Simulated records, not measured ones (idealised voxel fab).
process module | voxel transistor to metal
cross-section cut | 155 nm wide | cells 5 nm
A cross-section is a grid of square cells, given in bands from the top down. A band is one or more rows of cells.
Each band's line starts with the height of the band's top and of its bottom, in nm. Then come its materials from left to right, each with its width in nm. One material with "throughout" fills the band from edge to edge. "air" is empty space.
Height 0 is the level under which the wafer as received is all one material. The lowest band goes on downwards, as in "0 down".
A width such as "30 to 40" changes by the same amount from each row of cells to the next, from the band's top row to its bottom row.
"no change" after a step means that no cell of the cross-section changed.
closed voids: empty space of 8 cells or more with no open way to the top, each as width x height at its distance from the left edge, in nm
after a step's settings: what the simulator itself notes on the step
overlay nm, on a step with a mask: how far to the right of its planned place the mask lay; to the left if negative
plan
1 op RECEIVE | material Si
2 op CONFORMAL_DEP | material SiO2 | thk nm 5
3 op CONFORMAL_DEP | material SiN | thk nm 15
4 op DIRECTIONAL_DEP | material aC | thk nm 10
5 op PATTERN | tone cover | mask id ACTIVE | material resist | width nm 95 | thk nm 30 | overlay nm 0
6 op DIRECTIONAL_ETCH | etch materials aC | depth nm 10
7 op STRIP | etch materials resist
8 op DIRECTIONAL_ETCH | etch materials SiN | depth nm 15
9 op DIRECTIONAL_ETCH | etch materials SiO2 | depth nm 5
10 op DIRECTIONAL_ETCH | etch materials Si | depth nm 20
11 op STRIP | etch materials aC
12 op FILL_DEP | material SiO2 | thk nm 10
13 op CMP | height nm 20
14 op SELECTIVE_ETCH | etch materials SiO2 | depth nm 10
15 op STRIP | etch materials SiN
16 op SELECTIVE_ETCH | etch materials SiO2 | depth nm 5
17 op OXIDIZE | depth nm 5
18 op DIRECTIONAL_DEP | material polySi | thk nm 25
19 op DIRECTIONAL_DEP | material SiCN | thk nm 15
20 op DIRECTIONAL_DEP | material aC | thk nm 15
21 op PATTERN | tone cover | mask id GATE | material resist | width nm 15 | thk nm 35 | overlay nm 0
22 op DIRECTIONAL_ETCH | etch materials aC | depth nm 15
23 op STRIP | etch materials resist
24 op DIRECTIONAL_ETCH | etch materials SiCN | depth nm 25
25 op DIRECTIONAL_ETCH | etch materials polySi | depth nm 35
26 op STRIP | etch materials aC
27 op CONFORMAL_DEP | material SiO2 | thk nm 5
28 op DIRECTIONAL_ETCH | etch materials SiO2 | depth nm 5
29 op CONFORMAL_DEP | material SiN | thk nm 10
30 op DIRECTIONAL_ETCH | etch materials SiN | depth nm 10
31 op DIRECTIONAL_ETCH | etch materials SiO2 | depth nm 5
32 op DIRECTIONAL_ETCH | etch materials Si | depth nm 10
33 op EPI | material SiGe | thk nm 10
34 op FILL_DEP | material SiO2 | thk nm 10
35 op CMP | height nm 40
36 op DIRECTIONAL_DEP | material SiO2 | thk nm 10
37 op DIRECTIONAL_DEP | material aC | thk nm 15
38 op PATTERN | tone open | mask id CONTACT | material resist | width nm 30 | pitch nm 55 | thk nm 30 | overlay nm 0
39 op DIRECTIONAL_ETCH | etch materials aC | depth nm 15
40 op STRIP | etch materials resist
41 op DIRECTIONAL_ETCH | etch materials SiO2 | depth nm 45
42 op STRIP | etch materials aC
43 op CONFORMAL_DEP | material TiN | thk nm 5
44 op FILL_DEP | material Ru | thk nm 10
45 op CMP | height nm 50
46 op DIRECTIONAL_DEP | material TiN | thk nm 5
47 op DIRECTIONAL_DEP | material W | thk nm 20
48 op MASKED_ETCH | tone cover | mask id METAL_1 | width nm 20 | pitch nm 65 | etch materials W | depth nm 20 | overlay nm 0
49 op MASKED_ETCH | tone cover | mask id METAL_1 | width nm 20 | pitch nm 65 | etch materials TiN | depth nm 5 | overlay nm 0
50 op FILL_DEP | material SiO2 | thk nm 10
51 op CMP | height nm 75
52 op CONFORMAL_DEP | material SiN | thk nm 5
as received, after step 1
  0 down: Si throughout
  closed voids: none
first wafer at the end, as planned
  80 to 75: SiN throughout
  75 to 55: SiO2 35 | W 20 | SiO2 45 | W 20 | SiO2 35
  55 to 50: SiO2 35 | TiN 20 | SiO2 45 | TiN 20 | SiO2 35
  50 to 40: SiO2 35 | TiN 5 | Ru 20 to 10 | TiN 5 to 15 | SiO2 25 | TiN 5 to 15 | Ru 20 to 10 | TiN 5 | SiO2 35
  40 to 25: SiO2 35 | TiN 5 | Ru 10 | TiN 5 | SiN 10 | SiO2 5 | SiCN 15 | SiO2 5 | SiN 10 | TiN 5 | Ru 10 | TiN 5 | SiO2 35
  25 to 10: SiO2 35 | TiN 5 | Ru 10 | TiN 5 | SiN 10 | SiO2 5 | polySi 15 | SiO2 5 | SiN 10 | TiN 5 | Ru 10 | TiN 5 | SiO2 35
  10 to 5: SiO2 35 | TiN 20 | SiN 10 | SiO2 5 | polySi 15 | SiO2 5 | SiN 10 | TiN 20 | SiO2 35
  5 to 0: SiO2 30 | SiN 10 | SiGe 15 | SiN 10 | SiO2 5 | polySi 15 | SiO2 5 | SiN 10 | SiGe 15 | SiN 10 | SiO2 30
  0 to -5: SiO2 40 | SiGe 15 | SiO2 45 | SiGe 15 | SiO2 40
  -5 to -15: SiO2 30 | Si 10 | SiGe 15 | Si 45 | SiGe 15 | Si 10 | SiO2 30
  -15 to -20: SiO2 30 | Si 95 | SiO2 30
  -20 down: Si throughout
  closed voids: none
second wafer at the end: like start, like plan, one mistake
  80 to 75: aC throughout
  75 to 55: SiO2 35 | W 20 | SiO2 45 | W 20 | SiO2 35
  55 to 50: SiO2 35 | TiN 20 | SiO2 45 | TiN 20 | SiO2 35
  50 to 40: SiO2 35 | TiN 5 | Ru 20 to 10 | TiN 5 to 15 | SiO2 25 | TiN 5 to 15 | Ru 20 to 10 | TiN 5 | SiO2 35
  40 to 25: SiO2 35 | TiN 5 | Ru 10 | TiN 5 | SiN 10 | SiO2 5 | SiCN 15 | SiO2 5 | SiN 10 | TiN 5 | Ru 10 | TiN 5 | SiO2 35
  25 to 10: SiO2 35 | TiN 5 | Ru 10 | TiN 5 | SiN 10 | SiO2 5 | polySi 15 | SiO2 5 | SiN 10 | TiN 5 | Ru 10 | TiN 5 | SiO2 35
  10 to 5: SiO2 35 | TiN 20 | SiN 10 | SiO2 5 | polySi 15 | SiO2 5 | SiN 10 | TiN 20 | SiO2 35
  5 to 0: SiO2 30 | SiN 10 | SiGe 15 | SiN 10 | SiO2 5 | polySi 15 | SiO2 5 | SiN 10 | SiGe 15 | SiN 10 | SiO2 30
  0 to -5: SiO2 40 | SiGe 15 | SiO2 45 | SiGe 15 | SiO2 40
  -5 to -15: SiO2 30 | Si 10 | SiGe 15 | Si 45 | SiGe 15 | Si 10 | SiO2 30
  -15 to -20: SiO2 30 | Si 95 | SiO2 30
  -20 down: Si throughout
  closed voids: none
what went wrong: step 52 ran as: op CONFORMAL_DEP | material aC | thk nm 5
at the end the second wafer has, in cells: 31 fewer of SiN | 31 more of aC
